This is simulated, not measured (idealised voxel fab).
process module | voxel capacitor over wiring
cross-section cut | 215 nm wide | cells 5 nm
A cross-section is a grid of square cells, given in bands from the top down. A band is one or more rows of cells.
Each band's line starts with the height of the band's top and of its bottom, in nm. Then come its materials from left to right, each with its width in nm. One material with "throughout" fills the band from edge to edge. "air" is empty space.
Height 0 is the level under which the wafer as received is all one material. The lowest band goes on downwards, as in "0 down".
A width such as "30 to 40" changes by the same amount from each row of cells to the next, from the band's top row to its bottom row.
"no change" after a step means that no cell of the cross-section changed.
closed voids: empty space of 8 cells or more with no open way to the top, each as width x height at its distance from the left edge, in nm
after a step's settings: what the simulator itself notes on the step
overlay nm, on a step with a mask: how far to the right of its planned place the mask lay; to the left if negative
plan
1 op RECEIVE | material Si
2 op CONFORMAL_DEP | material SiO2 | thk nm 15
3 op CONFORMAL_DEP | material SiN | thk nm 5
4 op DIRECTIONAL_DEP | material SiO2 | thk nm 25
5 op PATTERN | tone open | mask id METAL_1 | material resist | width nm 25 | pitch nm 80 | thk nm 15 | overlay nm 0
6 op DIRECTIONAL_ETCH | etch materials SiO2 | depth nm 25
7 op DIRECTIONAL_ETCH | etch materials SiN | depth nm 5
8 op STRIP | etch materials resist
9 op CONFORMAL_DEP | material TiN | thk nm 5
10 op FILL_DEP | material W | thk nm 10
11 op CMP | height nm 45
12 op EPI | material Ru | thk nm 5
13 op FILL_DEP | material SiCN | thk nm 5
14 op DIRECTIONAL_DEP | material lowk | thk nm 15
15 op PATTERN | tone open | mask id PLUG_1 | material resist | width nm 15 | thk nm 15 | overlay nm 0
16 op DIRECTIONAL_ETCH | etch materials lowk | depth nm 15
17 op DIRECTIONAL_ETCH | etch materials SiCN | depth nm 5
18 op STRIP | etch materials resist
19 op EPI | material Ru | thk nm 10
20 op EPI | material Ru | thk nm 10
21 op DIRECTIONAL_DEP | material TiN | thk nm 5
22 op DIRECTIONAL_DEP | material HfO2 | thk nm 5
23 op DIRECTIONAL_DEP | material TiN | thk nm 5
24 op PATTERN | tone cover | mask id UPPER_PLATE | material resist | width nm 60 | thk nm 20 | overlay nm 0
25 op DIRECTIONAL_ETCH | etch materials TiN | depth nm 5
26 op DIRECTIONAL_ETCH | etch materials HfO2 | depth nm 5
27 op STRIP | etch materials resist
28 op PATTERN | tone cover | mask id LOWER_PLATE | material resist | width nm 70 | thk nm 20 | overlay nm 0
29 op DIRECTIONAL_ETCH | etch materials TiN | depth nm 5
30 op STRIP | etch materials resist
31 op FILL_DEP | material SiO2 | thk nm 20
32 op CMP | height nm 100
33 op MASKED_ETCH | tone open | mask id PLUG_2 | width nm 15 | etch materials SiO2 | depth nm 15 | overlay nm 0
34 op CONFORMAL_DEP | material TiN | thk nm 5
35 op FILL_DEP | material Ru | thk nm 10
36 op CMP | height nm 100
37 op CONFORMAL_DEP | material SiCN | thk nm 5
as received, after step 1
  0 down: Si throughout
  closed voids: none
first wafer at the end, as planned
  105 to 100: SiCN throughout
  100 to 90: SiO2 75 | TiN 5 | Ru 5 | TiN 5 | SiO2 125
  90 to 80: SiO2 75 to 65 | TiN 15 to 60 | SiO2 125 to 90
  80 to 75: SiO2 65 | HfO2 60 | SiO2 90
  75 to 70: SiO2 60 | TiN 70 | SiO2 85
  70 to 55: lowk 65 | Ru 15 | lowk 135
  55 to 50: SiCN 65 | Ru 15 | SiCN 135
  50 to 45: SiCN 50 | Ru 35 | SiCN 45 | Ru 35 | SiCN 50
  45 to 20: SiO2 55 | TiN 5 | W 15 | TiN 5 | SiO2 55 | TiN 5 | W 15 | TiN 5 | SiO2 55
  20 to 15: SiN 55 | TiN 25 | SiN 55 | TiN 25 | SiN 55
  15 to 0: SiO2 throughout
  0 down: Si throughout
  closed voids: none
second wafer at the end: like start, like plan, one mistake
  105 to 100: SiCN throughout
  100 to 90: SiO2 75 | TiN 5 | Ru 5 | TiN 5 | SiO2 125
  90 to 85: SiO2 75 | TiN 15 | SiO2 125
  85 to 80: SiO2 throughout
  80 to 75: SiO2 65 | TiN 60 | SiO2 90
  75 to 70: SiO2 65 | HfO2 60 | SiO2 90
  70 to 65: SiO2 60 | TiN 70 | SiO2 85
  65 to 50: lowk 65 | Ru 15 | lowk 135
  50 to 45: SiCN 65 | Ru 15 | SiCN 135
  45 to 40: SiCN 50 | Ru 35 | SiCN 45 | Ru 35 | SiCN 50
  40 to 20: SiO2 55 | TiN 5 | W 15 | TiN 5 | SiO2 55 | TiN 5 | W 15 | TiN 5 | SiO2 55
  20 to 15: SiN 55 | TiN 25 | SiN 55 | TiN 25 | SiN 55
  15 to 0: SiO2 throughout
  0 down: Si throughout
  closed voids: none
what went wrong: step 11 ran as: op CMP | height nm 40
at the end the second wafer has, in cells: 10 more of SiO2 | 4 fewer of TiN | 6 fewer of W
